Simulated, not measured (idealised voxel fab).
Module name: voxel self aligned vias (process module)
245 nm wide, 5 nm square cells: that's cross-section cut.
Cross-sections here: square-cell grids, written as top-down lists of bands, a band being one or more rows of cells.
Within each band entry, the heights of the top and of the bottom of the band appear first, in that order and in nm; the materials of the band then follow from left to right, each with its corresponding width in nm. The designation "throughout" on a single material indicates that it fills the band from edge to edge; the designation "blank" indicates empty space.
Note: height 0 marks the level under which the wafer is uniformly one material as received. Lowest band unbounded below, written "top 0, no bottom".
So if you see something like "30->40" for the width, read it as the top row of the band sitting at the first number and the bottom row at the second, with every row in between moving by the same amount as the last.
It should be understood that the words "no modifications", when stated for a given step, signify that the cross-section underwent no change in any of its cells during that step.
Basically, "Voids, enclosed" tells you about the enclosed voids: empty spaces with no open way to the top, 8 cells or bigger, each written width x height at distance, where distance is from the left edge, all in nm.
Text after the settings on a step's line: the simulator's own remark on that step.
overlay nm: right-of-plan distance of the mask on a masked step; negative values mean left-of-plan.

### Listed below are the process steps as planned
1: op RECEIVE | material Si
2: op CONFORMAL_DEP | material SiO2 | thk nm 10
3: op CONFORMAL_DEP | material SiCN | thk nm 5
4: op DIRECTIONAL_DEP | material lowk | thk nm 25
5: op MASKED_ETCH | tone open | mask id LINES | width nm 25 | pitch nm 75 | etch materials lowk | depth nm 25 | overlay nm 0
6: op CONFORMAL_DEP | material TiN | thk nm 5
7: op FILL_DEP | material Ru | thk nm 10
8: op CMP | height nm 40
9: op SELECTIVE_ETCH | etch materials W Ru TiN | depth nm 5
10: op FILL_DEP | material SiN | thk nm 5
11: op CMP | height nm 40
12: op DIRECTIONAL_DEP | material lowk | thk nm 15
13: op DIRECTIONAL_DEP | material aC | thk nm 10
14: op PATTERN | tone open | mask id VIAS | material resist | width nm 45 | thk nm 25 | overlay nm 0
15: op DIRECTIONAL_ETCH | etch materials aC | depth nm 10
16: op STRIP | etch materials resist
17: op DIRECTIONAL_ETCH | etch materials lowk | depth nm 15
18: op DIRECTIONAL_ETCH | etch materials SiN | depth nm 5
19: op STRIP | etch materials aC
20: op CONFORMAL_DEP | material TiN | thk nm 5
21: op FILL_DEP | material Ru | thk nm 10
22: op CMP | height nm 55
23: op CONFORMAL_DEP | material SiCN | thk nm 5

### Run as planned: first of two wafers

### Shown in cross-section is the wafer as received, that is, as it stands after step 1
	top 0, no bottom | Si throughout
	Voids, enclosed: none

### Wafer xsec, post step 2
	top 10, bottom 0 | SiO2 throughout
	Below a height of 0, the structure has not been altered.

### Wafer xsec, post step 3
	top 15, bottom 10 | SiCN throughout
	Below a height of 10, the structure has not been altered.

### Wafer xsec, post step 4
	top 40, bottom 15 | lowk throughout
	Below a height of 15, the structure has not been altered.

### Wafer xsec, post step 5
	top 40, bottom 15 | lowk 70 nm  blank 25 nm  lowk 50 nm  blank 25 nm  lowk 75 nm
	Below a height of 15, the structure has not been altered.

### Wafer xsec, post step 6
	top 45, bottom 40 | TiN 75 nm  blank 15 nm  TiN 60 nm  blank 15 nm  TiN 80 nm
	top 40, bottom 20 | lowk 70 nm  TiN 5 nm  blank 15 nm  TiN 5 nm  lowk 50 nm  TiN 5 nm  blank 15 nm  TiN 5 nm  lowk 75 nm
	top 20, bottom 15 | lowk 70 nm  TiN 25 nm  lowk 50 nm  TiN 25 nm  lowk 75 nm
	Below a height of 15, the structure has not been altered.

### Wafer xsec, post step 7
	top 55, bottom 45 | Ru throughout
	top 45, bottom 40 | TiN 75 nm  Ru 15 nm  TiN 60 nm  Ru 15 nm  TiN 80 nm
	top 40, bottom 20 | lowk 70 nm  TiN 5 nm  Ru 15 nm  TiN 5 nm  lowk 50 nm  TiN 5 nm  Ru 15 nm  TiN 5 nm  lowk 75 nm
	Below a height of 20, the structure has not been altered.

### Wafer xsec, post step 8
	top 40, bottom 20 | lowk 70 nm  TiN 5 nm  Ru 15 nm  TiN 5 nm  lowk 50 nm  TiN 5 nm  Ru 15 nm  TiN 5 nm  lowk 75 nm
	Below a height of 20, the structure has not been altered.

### Wafer xsec, post step 9
	top 40, bottom 35 | lowk 70 nm  blank 25 nm  lowk 50 nm  blank 25 nm  lowk 75 nm
	Below a height of 35, the structure has not been altered.

### Wafer xsec, post step 10
	top 45, bottom 40 | SiN throughout
	top 40, bottom 35 | lowk 70 nm  SiN 25 nm  lowk 50 nm  SiN 25 nm  lowk 75 nm
	Below a height of 35, the structure has not been altered.

### Wafer xsec, post step 11
	top 40, bottom 35 | lowk 70 nm  SiN 25 nm  lowk 50 nm  SiN 25 nm  lowk 75 nm
	Below a height of 35, the structure has not been altered.

### Wafer xsec, post step 12
	top 55, bottom 40 | lowk throughout
	Below a height of 40, the structure has not been altered.

### Wafer xsec, post step 13
	top 65, bottom 55 | aC throughout
	Below a height of 55, the structure has not been altered.

### Wafer xsec, post step 14
	top 90, bottom 65 | resist 60 nm  blank 45 nm  resist 140 nm
	Below a height of 65, the structure has not been altered.

### Wafer xsec, post step 15
	top 80, bottom 65 | resist 60 nm  blank 45 nm  resist 140 nm
	top 65, bottom 55 | aC 60 nm  blank 45 nm  aC 140 nm
	Below a height of 55, the structure has not been altered.

### Wafer xsec, post step 16
	top 65, bottom 55 | aC 60 nm  blank 45 nm  aC 140 nm
	Below a height of 55, the structure has not been altered.

### Wafer xsec, post step 17
	top 65, bottom 55 | aC 60 nm  blank 45 nm  aC 140 nm
	top 55, bottom 40 | lowk 60 nm  blank 45 nm  lowk 140 nm
	Below a height of 40, the structure has not been altered.

### Wafer xsec, post step 18
	top 65, bottom 55 | aC 60 nm  blank 45 nm  aC 140 nm
	top 55, bottom 40 | lowk 60 nm  blank 45 nm  lowk 140 nm
	top 40, bottom 35 | lowk 70 nm  blank 25 nm  lowk 50 nm  SiN 25 nm  lowk 75 nm
	Below a height of 35, the structure has not been altered.

### Wafer xsec, post step 19
	top 55, bottom 40 | lowk 60 nm  blank 45 nm  lowk 140 nm
	Below a height of 40, the structure has not been altered.

### Wafer xsec, post step 20
	top 60, bottom 55 | TiN 65 nm  blank 35 nm  TiN 145 nm
	top 55, bottom 45 | lowk 60 nm  TiN 5 nm  blank 35 nm  TiN 5 nm  lowk 140 nm
	top 45, bottom 40 | lowk 60 nm  TiN 15 nm  blank 15 nm  TiN 15 nm  lowk 140 nm
	top 40, bottom 35 | lowk 70 nm  TiN 25 nm  lowk 50 nm  SiN 25 nm  lowk 75 nm
	Below a height of 35, the structure has not been altered.

### Wafer xsec, post step 21
	top 70, bottom 60 | Ru throughout
	top 60, bottom 55 | TiN 65 nm  Ru 35 nm  TiN 145 nm
	top 55, bottom 45 | lowk 60 nm  TiN 5 nm  Ru 35 nm  TiN 5 nm  lowk 140 nm
	top 45, bottom 40 | lowk 60 nm  TiN 15 nm  Ru 15 nm  TiN 15 nm  lowk 140 nm
	Below a height of 40, the structure has not been altered.

### Wafer xsec, post step 22
	top 55, bottom 45 | lowk 60 nm  TiN 5 nm  Ru 35 nm  TiN 5 nm  lowk 140 nm
	Below a height of 45, the structure has not been altered.

### Wafer xsec, post step 23
	top 60, bottom 55 | SiCN throughout
	Below a height of 55, the structure has not been altered.

### It is to be noted that the second wafer proceeded from the same initial state and according to the same plan as the first, although one mistake was committed in its execution; through step 4, inclusive, the two wafers share an identical history

### Cross-section of the second wafer when, according to plan, step 5 should have finished
	top 40, bottom 15 | blank 70 nm  lowk 25 nm  blank 50 nm  lowk 25 nm  blank 75 nm
	Below a height of 15, the structure has not been altered.

### Cross-section of the second wafer when, according to plan, step 6 should have finished
	top 45, bottom 40 | blank 65 nm  TiN 35 nm  blank 40 nm  TiN 35 nm  blank 70 nm
	top 40, bottom 20 | blank 65 nm  TiN 5 nm  lowk 25 nm  TiN 5 nm  blank 40 nm  TiN 5 nm  lowk 25 nm  TiN 5 nm  blank 70 nm
	top 20, bottom 15 | TiN 70 nm  lowk 25 nm  TiN 50 nm  lowk 25 nm  TiN 75 nm
	Below a height of 15, the structure has not been altered.

### Cross-section of the second wafer when, according to plan, step 7 should have finished
	top 55, bottom 45 | Ru throughout
	top 45, bottom 40 | Ru 65 nm  TiN 35 nm  Ru 40 nm  TiN 35 nm  Ru 70 nm
	top 40, bottom 20 | Ru 65 nm  TiN 5 nm  lowk 25 nm  TiN 5 nm  Ru 40 nm  TiN 5 nm  lowk 25 nm  TiN 5 nm  Ru 70 nm
	Below a height of 20, the structure has not been altered.

### Cross-section of the second wafer when, according to plan, step 8 should have finished
	top 40, bottom 20 | Ru 65 nm  TiN 5 nm  lowk 25 nm  TiN 5 nm  Ru 40 nm  TiN 5 nm  lowk 25 nm  TiN 5 nm  Ru 70 nm
	Below a height of 20, the structure has not been altered.

### Cross-section of the second wafer when, according to plan, step 9 should have finished
	top 40, bottom 35 | blank 70 nm  lowk 25 nm  blank 50 nm  lowk 25 nm  blank 75 nm
	Below a height of 35, the structure has not been altered.

### Cross-section of the second wafer when, according to plan, step 10 should have finished
	top 45, bottom 40 | SiN throughout
	top 40, bottom 35 | SiN 70 nm  lowk 25 nm  SiN 50 nm  lowk 25 nm  SiN 75 nm
	Below a height of 35, the structure has not been altered.

### Cross-section of the second wafer when, according to plan, step 11 should have finished
	top 40, bottom 35 | SiN 70 nm  lowk 25 nm  SiN 50 nm  lowk 25 nm  SiN 75 nm
	Below a height of 35, the structure has not been altered.

### Cross-section of the second wafer when, according to plan, step 12 should have finished
	top 55, bottom 40 | lowk throughout
	Below a height of 40, the structure has not been altered.

### Cross-section of the second wafer when, according to plan, step 13 should have finished
	top 65, bottom 55 | aC throughout
	Below a height of 55, the structure has not been altered.

### Cross-section of the second wafer when, according to plan, step 14 should have finished
	top 90, bottom 65 | resist 60 nm  blank 45 nm  resist 140 nm
	Below a height of 65, the structure has not been altered.

### Cross-section of the second wafer when, according to plan, step 15 should have finished
	top 80, bottom 65 | resist 60 nm  blank 45 nm  resist 140 nm
	top 65, bottom 55 | aC 60 nm  blank 45 nm  aC 140 nm
	Below a height of 55, the structure has not been altered.

### Cross-section of the second wafer when, according to plan, step 16 should have finished
	top 65, bottom 55 | aC 60 nm  blank 45 nm  aC 140 nm
	Below a height of 55, the structure has not been altered.

### Cross-section of the second wafer when, according to plan, step 17 should have finished
	top 65, bottom 55 | aC 60 nm  blank 45 nm  aC 140 nm
	top 55, bottom 40 | lowk 60 nm  blank 45 nm  lowk 140 nm
	Below a height of 40, the structure has not been altered.

### Cross-section of the second wafer when, according to plan, step 18 should have finished
	top 65, bottom 55 | aC 60 nm  blank 45 nm  aC 140 nm
	top 55, bottom 40 | lowk 60 nm  blank 45 nm  lowk 140 nm
	top 40, bottom 35 | SiN 60 nm  blank 10 nm  lowk 25 nm  blank 10 nm  SiN 40 nm  lowk 25 nm  SiN 75 nm
	Below a height of 35, the structure has not been altered.

### Cross-section of the second wafer when, according to plan, step 19 should have finished
	top 55, bottom 40 | lowk 60 nm  blank 45 nm  lowk 140 nm
	Below a height of 40, the structure has not been altered.

### Cross-section of the second wafer when, according to plan, step 20 should have finished
	top 60, bottom 55 | TiN 65 nm  blank 35 nm  TiN 145 nm
	top 55, bottom 45 | lowk 60 nm  TiN 5 nm  blank 35 nm  TiN 5 nm  lowk 140 nm
	top 45, bottom 40 | lowk 60 nm  TiN 45 nm  lowk 140 nm
	top 40, bottom 35 | SiN 60 nm  TiN 10 nm  lowk 25 nm  TiN 10 nm  SiN 40 nm  lowk 25 nm  SiN 75 nm
	Below a height of 35, the structure has not been altered.

### Cross-section of the second wafer when, according to plan, step 21 should have finished
	top 70, bottom 60 | Ru throughout
	top 60, bottom 55 | TiN 65 nm  Ru 35 nm  TiN 145 nm
	top 55, bottom 45 | lowk 60 nm  TiN 5 nm  Ru 35 nm  TiN 5 nm  lowk 140 nm
	Below a height of 45, the structure has not been altered.

### Cross-section of the second wafer when, according to plan, step 22 should have finished
	top 55, bottom 45 | lowk 60 nm  TiN 5 nm  Ru 35 nm  TiN 5 nm  lowk 140 nm
	Below a height of 45, the structure has not been altered.

### Cross-section of the second wafer when, according to plan, step 23 should have finished
	top 60, bottom 55 | SiCN throughout
	Below a height of 55, the structure has not been altered.
Processing error: planned and actual differ for step 5; actual: op MASKED_ETCH | tone cover | mask id LINES | width nm 25 | pitch nm 75 | etch materials lowk | depth nm 25 | overlay nm 0
Looking at both finished wafers in cells, the second ends up ahead of or behind the first on some materials: +84 Ru, +30 SiN, +31 TiN, -145 lowk
